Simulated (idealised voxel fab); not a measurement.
process module | voxel capacitor over wiring
cross-section cut | 180 nm wide | cells 5 nm
A cross-section is a grid of square cells, given in bands from the top down. A band is one or more rows of cells.
Each band's line starts with the height of the band's top and of its bottom, in nm. Then come its materials from left to right, each with its width in nm. One material with "throughout" fills the band from edge to edge. "air" is empty space.
Height 0 is the level under which the wafer as received is all one material. The lowest band goes on downwards, as in "0 down".
A width such as "30 to 40" changes by the same amount from each row of cells to the next, from the band's top row to its bottom row.
"no change" after a step means that no cell of the cross-section changed.
closed voids: empty space of 8 cells or more with no open way to the top, each as width x height at its distance from the left edge, in nm
after a step's settings: what the simulator itself notes on the step
overlay nm, on a step with a mask: how far to the right of its planned place the mask lay; to the left if negative
plan
1 op RECEIVE | material Si
2 op CONFORMAL_DEP | material SiO2 | thk nm 10
3 op CONFORMAL_DEP | material SiCN | thk nm 5
4 op DIRECTIONAL_DEP | material lowk | thk nm 20
5 op MASKED_ETCH | tone open | mask id METAL_1 | width nm 25 | pitch nm 95 | etch materials lowk | depth nm 20 | overlay nm 0
6 op MASKED_ETCH | tone open | mask id METAL_1 | width nm 25 | pitch nm 95 | etch materials SiCN | depth nm 5 | overlay nm 0
7 op CONFORMAL_DEP | material TiN | thk nm 5
8 op FILL_DEP | material Cu | thk nm 5
9 op CMP | height nm 35
10 op CONFORMAL_DEP | material SiCN | thk nm 5
11 op DIRECTIONAL_DEP | material SiO2 | thk nm 20
12 op MASKED_ETCH | tone open | mask id PLUG_1 | width nm 15 | etch materials SiO2 | depth nm 20 | overlay nm 0
13 op MASKED_ETCH | tone open | mask id PLUG_1 | width nm 15 | etch materials SiCN | depth nm 5 | overlay nm 0
14 op CONFORMAL_DEP | material TiN | thk nm 5
15 op FILL_DEP | material W | thk nm 10
16 op CMP | height nm 60
17 op DIRECTIONAL_DEP | material TiN | thk nm 10
18 op DIRECTIONAL_DEP | material SiN | thk nm 5
19 op DIRECTIONAL_DEP | material TiN | thk nm 5
20 op DIRECTIONAL_DEP | material aC | thk nm 15
21 op PATTERN | tone cover | mask id UPPER_PLATE | material resist | width nm 75 | thk nm 30 | overlay nm 0
22 op DIRECTIONAL_ETCH | etch materials aC | depth nm 15
23 op STRIP | etch materials resist
24 op DIRECTIONAL_ETCH | etch materials TiN | depth nm 5
25 op DIRECTIONAL_ETCH | etch materials SiN | depth nm 5
26 op STRIP | etch materials aC
27 op PATTERN | tone cover | mask id LOWER_PLATE | material resist | width nm 85 | thk nm 15 | overlay nm 0
28 op DIRECTIONAL_ETCH | etch materials TiN | depth nm 10
29 op STRIP | etch materials resist
30 op FILL_DEP | material SiO2 | thk nm 15
31 op CMP | height nm 90
32 op DIRECTIONAL_DEP | material aC | thk nm 15
33 op PATTERN | tone open | mask id PLUG_2 | material resist | width nm 15 | thk nm 35 | overlay nm 0
34 op DIRECTIONAL_ETCH | etch materials aC | depth nm 15
35 op STRIP | etch materials resist
36 op DIRECTIONAL_ETCH | etch materials SiO2 | depth nm 10
37 op STRIP | etch materials aC
38 op CONFORMAL_DEP | material TiN | thk nm 5
39 op FILL_DEP | material W | thk nm 10
40 op CMP | height nm 90
41 op CONFORMAL_DEP | material SiCN | thk nm 5
as received, after step 1
  0 down: Si throughout
  closed voids: none
a wafer at the end: this start, this plan, one mistake
  95 to 90: SiCN throughout
  90 to 85: SiO2 50 | TiN 5 | W 5 | TiN 5 | SiO2 115
  85 to 75: SiO2 50 to 40 | TiN 15 to 75 | SiO2 115 to 65
  75 to 70: SiO2 40 | SiN 75 | SiO2 65
  70 to 60: SiO2 35 | TiN 85 | SiO2 60
  60 to 45: W 35 | TiN 5 | SiO2 15 | TiN 5 | W 120
  45 to 40: TiN 40 | SiO2 15 | TiN 125
  40 to 35: SiCN throughout
  35 to 15: lowk 30 | TiN 5 | Cu 15 | TiN 5 | lowk 70 | TiN 5 | Cu 15 | TiN 5 | lowk 30
  15 to 10: SiCN 30 | TiN 25 | SiCN 70 | TiN 25 | SiCN 30
  10 to 0: SiO2 throughout
  0 down: Si throughout
  closed voids: none
what went wrong: step 12 ran as: op MASKED_ETCH | tone cover | mask id PLUG_1 | width nm 15 | etch materials SiO2 | depth nm 20 | overlay nm 0
